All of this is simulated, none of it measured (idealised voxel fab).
This section sets out a process module, namely voxel tone inversion.
The width of the displayed cross-section, cut, is 260 nm; its cells are square, with a size of 5 nm.
For the purposes of this document, a cross-section shall be understood as a grid of square cells, specified as bands listed in top-to-bottom order, each band consisting of one or more rows of cells. The entry gives the band's vertical extent as a top height and a bottom height in nm, then its horizontal make-up as materials from left to right, each with a width in nm. "blank" stands for empty space; a single material marked "everywhere" fills the band edge to edge. Measure heights from 0. That's the level where, below it, the as-received wafer is all one material. The lowest band is bottomless and extends downward; write it as in "from 0 down". The width entry "30 to 40" should be interpreted row by row: the top row of cells in the band takes the first number, the bottom row takes the second number, and the change between adjacent rows is uniform throughout. It should be understood that the words "remained the same", when stated for a given step, signify that the cross-section underwent no change in any of its cells during that step. The label "closed voids" introduces a list of the empty spaces, 8 cells or larger, that have no open way up to the top; each entry in it reads width x height at distance, where the distance is taken from the left edge and all three are stated in nm. On each step's line, the part that comes after the settings is the simulator's own comment on the step. Steps that use a mask can have "overlay nm" on their line. It says how far the mask sat to the right of where it was meant to be. Negative means to the left.
Plan
1) RECEIVE: material Si
2) CONFORMAL_DEP: material SiCN, thk nm 5
3) DIRECTIONAL_DEP: material aC, thk nm 25
4) PATTERN: tone cover, mask id POSTS, material resist, width nm 15, pitch nm 45, thk nm 30, overlay nm 0
5) DIRECTIONAL_ETCH: etch materials aC, depth nm 25
6) STRIP: etch materials resist
7) FILL_DEP: material SiO2, thk nm 10
8) CMP: height nm 30
9) STRIP: etch materials aC
10) CONFORMAL_DEP: material TiN, thk nm 5
11) FILL_DEP: material Ru, thk nm 10
12) CMP: height nm 30
13) CONFORMAL_DEP: material SiCN, thk nm 5
Cross-section of the wafer upon arrival, representing the state reached after step 1
	from 0 down: Si everywhere
	closed voids: none
Here's the wafer cut in cross-section after the module, started and planned just like above, except one thing was done wrong in the run
	from 35 to 30: SiCN everywhere
	from 30 to 25: SiO2 everywhere
	from 25 to 0: 75 SiO2, then 15 aC, then 30 SiO2, then 15 aC, then 30 SiO2, then 15 aC, then 80 SiO2
	from 0 down: Si everywhere
	closed voids: none
Misprocessing identified: step 2 of the plan never got run, it was skipped over
